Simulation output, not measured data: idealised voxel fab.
You're looking at the process module voxel gate over fins.
The cross-section on display is named cut; it measures 140 nm wide, and its cells are 5 nm squares.
Just so we're on the same page, the cross-sections are grids of square cells, and they're listed out in bands top to bottom, each band one or more rows deep. Top height, bottom height, nm. Materials left to right, width each, nm. Single material + "throughout" = fills band edge to edge. "air" = empty. Height 0 is the level under which the wafer as received is all one material. The lowest band goes on downwards, as in "0 down". So if you see something like "30 to 40" for the width, read it as the top row of the band sitting at the first number and the bottom row at the second, with every row in between moving by the same amount as the last. "nothing got changed" after a step means that no cell of the cross-section changed. "Sealed-off cavities" lists enclosed empty spaces (at least 8 cells, no open path upward to the top), each as width x height at distance from the left edge, in nm. Text after the settings on a step's line: the simulator's own remark on that step. overlay nm: for a step with a mask, the amount by which the mask lay right of where it was planned; a negative amount means left of it.

LIST OF PLANNED PROCESS STEPS
1) RECEIVE: material Si
2) CONFORMAL_DEP: material SiN, thk nm 10
3) DIRECTIONAL_DEP: material aC, thk nm 10
4) PATTERN: tone cover, mask id FINS, material resist, width nm 15, pitch nm 55, thk nm 25, overlay nm 0
5) DIRECTIONAL_ETCH: etch materials aC, depth nm 10
6) STRIP: etch materials resist
7) DIRECTIONAL_ETCH: etch materials SiN, depth nm 10
8) DIRECTIONAL_ETCH: etch materials Si, depth nm 35
9) STRIP: etch materials aC
10) OXIDIZE: depth nm 5
11) FILL_DEP: material SiO2, thk nm 10
12) CMP: height nm 10
13) DIRECTIONAL_DEP: material aC, thk nm 15
14) PATTERN: tone open, mask id RAIL, material resist, width nm 15, thk nm 30, overlay nm 0
15) DIRECTIONAL_ETCH: etch materials aC, depth nm 15
16) STRIP: etch materials resist
17) DIRECTIONAL_ETCH: etch materials SiO2, depth nm 40
18) STRIP: etch materials aC
19) CONFORMAL_DEP: material TiN, thk nm 5
20) FILL_DEP: material Ru, thk nm 10
21) CMP: height nm 10
22) SELECTIVE_ETCH: etch materials W Ru TiN, depth nm 25
23) FILL_DEP: material SiO2, thk nm 5
24) CMP: height nm 10
25) SELECTIVE_ETCH: etch materials SiO2, depth nm 20
26) STRIP: etch materials SiN
27) CONFORMAL_DEP: material HfO2, thk nm 5
28) CONFORMAL_DEP: material TiN, thk nm 5
29) CONFORMAL_DEP: material TiAl, thk nm 5
30) CONFORMAL_DEP: material TiN, thk nm 5
31) FILL_DEP: material W, thk nm 15
32) CMP: height nm 30
33) CONFORMAL_DEP: material SiCN, thk nm 10

CROSS-SECTION OF THE WAFER AS IT CAME TO US, I.E., ALREADY THROUGH STEP 1
	0 down  Si throughout
	Sealed-off cavities: none

POST-MODULE CROSS-SECTION OF THE FIRST OF TWO WAFERS (RUN PER PLAN)
	40 to 30  SiCN throughout
	30 to 20  W throughout
	20 to 15  20 nm W, 45 nm TiN, 10 nm W, 45 nm TiN, 20 nm W
	15 to 10  20 nm W, 5 nm TiN, 35 nm TiAl, 5 nm TiN, 10 nm W, 5 nm TiN, 35 nm TiAl, 5 nm TiN, 20 nm W
	10 to 5  25 nm TiN, 5 nm TiAl, 25 nm TiN, 5 nm TiAl, 20 nm TiN, 5 nm TiAl, 25 nm TiN, 5 nm TiAl, 25 nm TiN
	5 to 0  30 nm TiAl, 5 nm TiN, 15 nm HfO2, 5 nm TiN, 30 nm TiAl, 5 nm TiN, 15 nm HfO2, 5 nm TiN, 30 nm TiAl
	0 to -5  35 nm TiN, 5 nm HfO2, 5 nm Si, 5 nm HfO2, 40 nm TiN, 5 nm HfO2, 5 nm Si, 5 nm HfO2, 35 nm TiN
	-5 to -10  40 nm HfO2, 5 nm Si, 50 nm HfO2, 5 nm Si, 40 nm HfO2
	-10 to -15  40 nm SiO2, 5 nm Si, 50 nm SiO2, 5 nm Si, 40 nm SiO2
	-15 to -25  40 nm SiO2, 5 nm Si, 15 nm SiO2, 5 nm TiN, 5 nm Ru, 5 nm TiN, 20 nm SiO2, 5 nm Si, 40 nm SiO2
	-25 to -30  40 nm SiO2, 5 nm Si, 15 nm SiO2, 15 nm TiN, 20 nm SiO2, 5 nm Si, 40 nm SiO2
	-30 to -40  40 nm SiO2, 5 nm Si, 50 nm SiO2, 5 nm Si, 40 nm SiO2
	-40 down  Si throughout
	Sealed-off cavities: none

SECOND WAFER CROSS-SECTION AT END OF MODULE - SHARED START AND PLAN WITH THE FIRST, ONE MISTAKE IN THE RUN
	40 to 30  SiCN throughout
	30 to 20  W throughout
	20 to 15  20 nm W, 45 nm TiN, 10 nm W, 45 nm TiN, 20 nm W
	15 to 10  20 nm W, 5 nm TiN, 35 nm TiAl, 5 nm TiN, 10 nm W, 5 nm TiN, 35 nm TiAl, 5 nm TiN, 20 nm W
	10 to 5  25 nm TiN, 5 nm TiAl, 25 nm TiN, 5 nm TiAl, 20 nm TiN, 5 nm TiAl, 25 nm TiN, 5 nm TiAl, 25 nm TiN
	5 to 0  30 nm TiAl, 5 nm TiN, 15 nm HfO2, 5 nm TiN, 30 nm TiAl, 5 nm TiN, 15 nm HfO2, 5 nm TiN, 30 nm TiAl
	0 to -5  35 nm TiN, 5 nm HfO2, 5 nm Si, 5 nm HfO2, 40 nm TiN, 5 nm HfO2, 5 nm Si, 5 nm HfO2, 35 nm TiN
	-5 to -10  40 nm HfO2, 5 nm Si, 50 nm HfO2, 5 nm Si, 40 nm HfO2
	-10 to -15  40 nm SiO2, 5 nm Si, 50 nm SiO2, 5 nm Si, 40 nm SiO2
	-15 to -25  40 nm SiO2, 5 nm Si, 15 nm SiO2, 5 nm TiN, 5 nm Ru, 5 nm TiN, 20 nm SiO2, 5 nm Si, 40 nm SiO2
	-25 to -30  40 nm SiO2, 5 nm Si, 15 nm SiO2, 15 nm TiN, 20 nm SiO2, 5 nm Si, 40 nm SiO2
	-30 to -75  40 nm SiO2, 5 nm Si, 50 nm SiO2, 5 nm Si, 40 nm SiO2
	-75 down  Si throughout
	Sealed-off cavities: none
Deviation from plan: the plan had its step 8 run twice
The second wafer ends with more or fewer cells of some materials than the first, per final count: Si: 182 fewer | SiO2: 182 more
